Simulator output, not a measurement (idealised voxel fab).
process module | voxel transistor to metal
cross-section cut | 300 nm wide | cells 5 nm
A cross-section is a grid of square cells, given in bands from the top down. A band is one or more rows of cells.
Each band's line starts with the height of the band's top and of its bottom, in nm. Then come its materials from left to right, each with its width in nm. One material with "throughout" fills the band from edge to edge. "air" is empty space.
Height 0 is the level under which the wafer as received is all one material. The lowest band goes on downwards, as in "0 down".
A width such as "30 to 40" changes by the same amount from each row of cells to the next, from the band's top row to its bottom row.
"no change" after a step means that no cell of the cross-section changed.
closed voids: empty space of 8 cells or more with no open way to the top, each as width x height at its distance from the left edge, in nm
after a step's settings: what the simulator itself notes on the step
overlay nm, on a step with a mask: how far to the right of its planned place the mask lay; to the left if negative
plan
1 op RECEIVE | material Si
2 op CONFORMAL_DEP | material SiO2 | thk nm 5
3 op CONFORMAL_DEP | material SiN | thk nm 15
4 op PATTERN | tone cover | mask id ACTIVE | material resist | width nm 100 | pitch nm 125 | thk nm 15 | overlay nm 0
5 op DIRECTIONAL_ETCH | etch materials SiN | depth nm 15
6 op DIRECTIONAL_ETCH | etch materials SiO2 | depth nm 5
7 op DIRECTIONAL_ETCH | etch materials Si | depth nm 20
8 op STRIP | etch materials resist
9 op FILL_DEP | material SiO2 | thk nm 10
10 op CMP | height nm 20
11 op SELECTIVE_ETCH | etch materials SiO2 | depth nm 15
12 op STRIP | etch materials SiN
13 op SELECTIVE_ETCH | etch materials SiO2 | depth nm 5
14 op OXIDIZE | depth nm 5
15 op DIRECTIONAL_DEP | material polySi | thk nm 30
16 op DIRECTIONAL_DEP | material SiCN | thk nm 10
17 op PATTERN | tone cover | mask id GATE | material resist | width nm 20 | pitch nm 125 | thk nm 20 | overlay nm 0
18 op DIRECTIONAL_ETCH | etch materials SiCN | depth nm 20
19 op DIRECTIONAL_ETCH | etch materials polySi | depth nm 40
20 op STRIP | etch materials resist
21 op CONFORMAL_DEP | material SiO2 | thk nm 5
22 op DIRECTIONAL_ETCH | etch materials SiO2 | depth nm 5
23 op CONFORMAL_DEP | material SiN | thk nm 5
24 op DIRECTIONAL_ETCH | etch materials SiN | depth nm 5
25 op DIRECTIONAL_ETCH | etch materials SiO2 | depth nm 5
26 op DIRECTIONAL_ETCH | etch materials Si | depth nm 10
27 op EPI | material pSi | thk nm 15
28 op FILL_DEP | material SiO2 | thk nm 10
29 op CMP | height nm 40
30 op DIRECTIONAL_DEP | material SiO2 | thk nm 10
31 op PATTERN | tone open | mask id CONTACT | material resist | width nm 30 | thk nm 20 | overlay nm 0
32 op DIRECTIONAL_ETCH | etch materials SiO2 | depth nm 50
33 op STRIP | etch materials resist
34 op CONFORMAL_DEP | material TiN | thk nm 5
35 op FILL_DEP | material Ru | thk nm 5
36 op CMP | height nm 50
37 op DIRECTIONAL_DEP | material TiN | thk nm 5
38 op DIRECTIONAL_DEP | material W | thk nm 25
39 op DIRECTIONAL_DEP | material aC | thk nm 10
40 op PATTERN | tone cover | mask id METAL_1 | material resist | width nm 15 | thk nm 30 | overlay nm 0
41 op DIRECTIONAL_ETCH | etch materials aC | depth nm 10
42 op STRIP | etch materials resist
43 op DIRECTIONAL_ETCH | etch materials W | depth nm 25
44 op DIRECTIONAL_ETCH | etch materials TiN | depth nm 5
45 op STRIP | etch materials aC
46 op CONFORMAL_DEP | material SiCN | thk nm 5
47 op FILL_DEP | material SiO2 | thk nm 10
48 op CMP | height nm 80
49 op CONFORMAL_DEP | material SiCN | thk nm 5
as received, after step 1
  0 down: Si throughout
  closed voids: none
a wafer at the end: this start, this plan, one mistake
  85 to 80: SiCN throughout
  80 to 55: W 40 | SiCN 5 | SiO2 5 | SiCN 5 | W 60 | SiCN 5 | SiO2 5 | SiCN 5 | W 35 | SiCN 5 | SiO2 5 | SiCN 5 | W 60 | SiCN 5 | SiO2 5 | SiCN 5 | W 45
  55 to 50: TiN 40 | SiCN 15 | TiN 60 | SiCN 15 | TiN 35 | SiCN 15 | TiN 60 | SiCN 15 | TiN 45
  50 to 40: SiO2 40 | TiN 5 | Ru 20 to 15 | TiN 5 to 10 | SiO2 30 | TiN 5 to 10 | Ru 20 to 15 | TiN 5 | SiO2 35 | TiN 5 | Ru 20 to 15 | TiN 5 to 10 | SiO2 30 | TiN 5 to 10 | Ru 20 to 15 | TiN 5 | SiO2 45
  40 to 30: SiO2 40 | TiN 5 | Ru 15 | TiN 5 | SiN 5 | SiO2 5 | SiCN 20 | SiO2 5 | SiN 5 | TiN 5 | Ru 15 | TiN 5 | SiO2 35 | TiN 5 | Ru 15 | TiN 5 | SiN 5 | SiO2 5 | SiCN 20 | SiO2 5 | SiN 5 | TiN 5 | Ru 15 | TiN 5 | SiO2 45
  30 to 15: SiO2 40 | TiN 5 | Ru 15 | TiN 5 | SiN 5 | SiO2 5 | polySi 20 | SiO2 5 | SiN 5 | TiN 5 | Ru 15 | TiN 5 | SiO2 35 | TiN 5 | Ru 15 | TiN 5 | SiN 5 | SiO2 5 | polySi 20 | SiO2 5 | SiN 5 | TiN 5 | Ru 15 | TiN 5 | SiO2 45
  15 to 10: SiO2 40 | TiN 25 | SiN 5 | SiO2 5 | polySi 20 | SiO2 5 | SiN 5 | TiN 25 | SiO2 35 | TiN 25 | SiN 5 | SiO2 5 | polySi 20 | SiO2 5 | SiN 5 | TiN 25 | SiO2 45
  10 to 0: SiO2 40 | TiN 10 | pSi 15 | SiN 5 | SiO2 5 | polySi 20 | SiO2 5 | SiN 5 | pSi 15 | TiN 10 | SiO2 35 | TiN 10 | pSi 15 | SiN 5 | SiO2 5 | polySi 20 | SiO2 5 | SiN 5 | pSi 15 | TiN 10 | SiO2 45
  0 to -5: SiO2 30 | pSi 35 | SiO2 40 | pSi 35 | SiO2 15 | pSi 35 | SiO2 40 | pSi 35 | SiO2 35
  -5 to -15: SiO2 35 | pSi 30 | Si 40 | pSi 30 | SiO2 25 | pSi 30 | Si 40 | pSi 30 | SiO2 40
  -15 to -20: SiO2 35 | Si 100 | SiO2 25 | Si 100 | SiO2 40
  -20 down: Si throughout
  closed voids: none
what went wrong: step 40 ran as: op PATTERN | tone open | mask id METAL_1 | material resist | width nm 15 | thk nm 30 | overlay nm 0
